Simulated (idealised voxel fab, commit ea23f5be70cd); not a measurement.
Herein follows the process module entitled voxel ribs on slabs.
The figure presents cross-section cut, which has a width of 170 nm and is divided into square cells with an edge length of 5 nm.
Heads up, the way a cross-section reads in here is a grid of square cells, handed over as bands from the top down, with every band being one or more rows of cells.
In this notation a band is specified by the heights of its top and bottom, in that order and in nm, after which its materials appear from left to right, each paired with its width in nm. The word "edge to edge" attached to a single material means that material fills the band from edge to edge; the word "air" stands for empty space.
Convention: height 0 is the level below which the wafer, as received, is all one material. The lowest band does not terminate at the bottom but continues downward, represented as "top 0, no bottom".
Top row gets the first number, bottom row gets the second, and each row in between changes by the same step: that is how a band width like "30->40" works.
Where the words "all unchanged" appear for a step, the cross-section shows no cell changed by that step; every cell remained as before.
In "Closed cavity list" the enclosed voids are listed, meaning empty spaces of 8 cells or larger without any opening to the top. The form is width x height at distance, distance from the left edge, units nm.
If you see something after the settings on a step's line, that's the simulator's own remark about that step.
You can add "overlay nm" to a step's line. For a step with a mask, it describes how far the mask lay to the right of its planned position, and a negative number describes a lay to the left.

### Listed below are the process steps as planned
1) RECEIVE [material Si]
2) DIRECTIONAL_DEP [material SiO2] [thk nm 30]
3) DIRECTIONAL_DEP [material SiN] [thk nm 15]
4) PATTERN [tone cover] [mask id RIB] [material resist] [width nm 30] [thk nm 20] [overlay nm -15]
5) DIRECTIONAL_ETCH [etch materials SiN] [depth nm 10]
6) STRIP [etch materials resist]
7) DIRECTIONAL_DEP [material aC] [thk nm 10]
8) PATTERN [tone cover] [mask id SLAB] [material resist] [width nm 60] [thk nm 25] [overlay nm 0]
9) DIRECTIONAL_ETCH [etch materials aC] [depth nm 10]
10) STRIP [etch materials resist]
11) DIRECTIONAL_ETCH [etch materials SiN] [depth nm 5]
12) STRIP [etch materials aC]
13) FILL_DEP [material SiO2] [thk nm 30]
14) CMP [height nm 65]
15) DIRECTIONAL_DEP [material W] [thk nm 5]
16) PATTERN [tone cover] [mask id HEATER] [material resist] [width nm 40] [thk nm 20] [overlay nm 0]
17) DIRECTIONAL_ETCH [etch materials W] [depth nm 5]
18) STRIP [etch materials resist]
19) CONFORMAL_DEP [material SiN] [thk nm 10]
Among the wafers covered here, the point of difference is the overlay nm at step 4; their starting state is shared, and the plan presents the value of the first wafer.

### Cross-section: the first of several wafers in its as-received state, i.e. following step 1
* top 0, no bottom | Si edge to edge
* Closed cavity list: none

### First wafer of several, cross-section, module end, after step 19 (last)
* top 80, bottom 75 | air=55  SiN=60  air=55
* top 75, bottom 70 | SiN edge to edge
* top 70, bottom 65 | SiN=65  W=40  SiN=65
* top 65, bottom 45 | SiO2 edge to edge
* top 45, bottom 35 | SiO2=55  SiN=30  SiO2=85
* top 35, bottom 30 | SiO2=55  SiN=60  SiO2=55
* top 30, bottom 0 | SiO2 edge to edge
* top 0, no bottom | Si edge to edge
* Closed cavity list: none

### Cross-section at module completion, last wafer
* top 80, bottom 75 | air=55  SiN=60  air=55
* top 75, bottom 70 | SiN edge to edge
* top 70, bottom 65 | SiN=65  W=40  SiN=65
* top 65, bottom 45 | SiO2 edge to edge
* top 45, bottom 35 | SiO2=85  SiN=30  SiO2=55
* top 35, bottom 30 | SiO2=55  SiN=60  SiO2=55
* top 30, bottom 0 | SiO2 edge to edge
* top 0, no bottom | Si edge to edge
* Closed cavity list: none

### The rows of the table below are wafers. Looking at the end of the module, a row counts, for every material, the cells the wafer has gained, shown as (+), or lost, shown as (-), since it was received; its closed voids come next
overlay nm -15; +96 SiN; +418 SiO2; +8 W; Closed cavity list: none
overlay nm -10; +96 SiN; +418 SiO2; +8 W; Closed cavity list: none
overlay nm -5; +96 SiN; +418 SiO2; +8 W; Closed cavity list: none
overlay nm 0; +96 SiN; +418 SiO2; +8 W; Closed cavity list: none
overlay nm 5; +96 SiN; +418 SiO2; +8 W; Closed cavity list: none
overlay nm 10; +96 SiN; +418 SiO2; +8 W; Closed cavity list: none
overlay nm 15; +96 SiN; +418 SiO2; +8 W; Closed cavity list: none
